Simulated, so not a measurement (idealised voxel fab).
Herein follows the process module entitled voxel capacitor over wiring.
For reference, the cross-section in this document is cut, with width 235 nm and square cells of 5 nm.
Think of the cross-section as a grid of square cells. We describe it in bands, top to bottom, and each band covers one or more rows of those cells.
The entry gives the band's vertical extent as a top height and a bottom height in nm, then its horizontal make-up as materials from left to right, each with a width in nm. "blank" stands for empty space; a single material marked "edge to edge" fills the band edge to edge.
Heights from 0 (as-received wafer is one material below). Bottom band endless downward, as "0 and below".
Quick explanation for "30 to 40": the width changes in equal steps down the rows of cells, from the first number in the band's top row to the second number in its bottom row.
"no change", as given for a step, is the statement that not any cell of the cross-section underwent a change during that step.
Closed-off voids of 8+ cells (no open route to the top) go in "Closed void entries", written width x height at distance from the left edge, in nm.
On a step's line, text after the settings is the simulator commenting on that step.
The "overlay nm" setting may appear on a step's line; for a step that uses a mask, it gives how far to the right of its planned position the mask lay, and a negative value indicates the left.

**Process steps - plan**
1,RECEIVE (material Si)
2,CONFORMAL_DEP (material SiO2; thk nm 10)
3,DIRECTIONAL_DEP (material TiN; thk nm 5)
4,DIRECTIONAL_DEP (material Ru; thk nm 25)
5,DIRECTIONAL_DEP (material aC; thk nm 10)
6,PATTERN (tone cover; mask id METAL_1; material resist; width nm 30; pitch nm 90; thk nm 25; overlay nm 0)
7,DIRECTIONAL_ETCH (etch materials aC; depth nm 10)
8,STRIP (etch materials resist)
9,DIRECTIONAL_ETCH (etch materials Ru; depth nm 25)
10,DIRECTIONAL_ETCH (etch materials TiN; depth nm 5)
11,STRIP (etch materials aC)
12,CONFORMAL_DEP (material SiN; thk nm 5)
13,FILL_DEP (material SiO2; thk nm 5)
14,CMP (height nm 40)
15,CONFORMAL_DEP (material SiCN; thk nm 5)
16,DIRECTIONAL_DEP (material lowk; thk nm 10)
17,DIRECTIONAL_DEP (material aC; thk nm 10)
18,PATTERN (tone open; mask id PLUG_1; material resist; width nm 15; thk nm 25; overlay nm 0)
19,DIRECTIONAL_ETCH (etch materials aC; depth nm 10)
20,STRIP (etch materials resist)
21,DIRECTIONAL_ETCH (etch materials lowk; depth nm 10)
22,DIRECTIONAL_ETCH (etch materials SiCN; depth nm 5)
23,STRIP (etch materials aC)
24,EPI (material Ru; thk nm 10)
25,EPI (material Ru; thk nm 5)
26,DIRECTIONAL_DEP (material TiN; thk nm 10)
27,DIRECTIONAL_DEP (material Al2O3; thk nm 5)
28,DIRECTIONAL_DEP (material TiN; thk nm 10)
29,PATTERN (tone cover; mask id UPPER_PLATE; material resist; width nm 65; thk nm 20; overlay nm 0)
30,DIRECTIONAL_ETCH (etch materials TiN; depth nm 10)
31,DIRECTIONAL_ETCH (etch materials Al2O3; depth nm 5)
32,STRIP (etch materials resist)
33,DIRECTIONAL_DEP (material aC; thk nm 15)
34,PATTERN (tone cover; mask id LOWER_PLATE; material resist; width nm 75; thk nm 35; overlay nm 0)
35,DIRECTIONAL_ETCH (etch materials aC; depth nm 15)
36,STRIP (etch materials resist)
37,DIRECTIONAL_ETCH (etch materials TiN; depth nm 10)
38,STRIP (etch materials aC)
39,FILL_DEP (material SiO2; thk nm 15)
40,CMP (height nm 90)
41,MASKED_ETCH (tone open; mask id PLUG_2; width nm 15; etch materials SiO2; depth nm 10; overlay nm 0)
42,CONFORMAL_DEP (material TiN; thk nm 5)
43,FILL_DEP (material W; thk nm 5)
44,CMP (height nm 90)
45,CONFORMAL_DEP (material SiCN; thk nm 5)

**Cross-section of the incoming wafer, state after step 1**
- 0 and below: Si edge to edge
- Closed void entries: none

**The following cross-section depicts the wafer upon conclusion of the module. Processing commenced from the starting condition illustrated above and adhered to the plan illustrated above, save for one mistake in execution**
- 95 down to 90: SiCN edge to edge
- 90 down to 85: SiO2 (80) / TiN (5) / W (5) / TiN (5) / SiO2 (140)
- 85 down to 80: SiO2 (80) / TiN (15) / SiO2 (140)
- 80 down to 70: SiO2 (70) / TiN (65) / SiO2 (100)
- 70 down to 65: SiO2 (70) / Al2O3 (65) / SiO2 (100)
- 65 down to 55: SiO2 (65) / TiN (75) / SiO2 (95)
- 55 down to 45: lowk (80) / Ru (15) / lowk (140)
- 45 down to 40: SiCN (80) / Ru (15) / SiCN (140)
- 40 down to 15: SiO2 (50) / SiN (5) / Ru (30) / SiN (5) / SiO2 (50) / SiN (5) / Ru (30) / SiN (5) / SiO2 (55)
- 15 down to 10: SiN (55) / TiN (30) / SiN (60) / TiN (30) / SiN (60)
- 10 down to 0: SiO2 edge to edge
- 0 and below: Si edge to edge
- Closed void entries: none
Want to know what went wrong? step 18 did not use the planned setting and instead ran as PATTERN (tone open; mask id PLUG_1; material resist; width nm 15; thk nm 25; overlay nm 10)
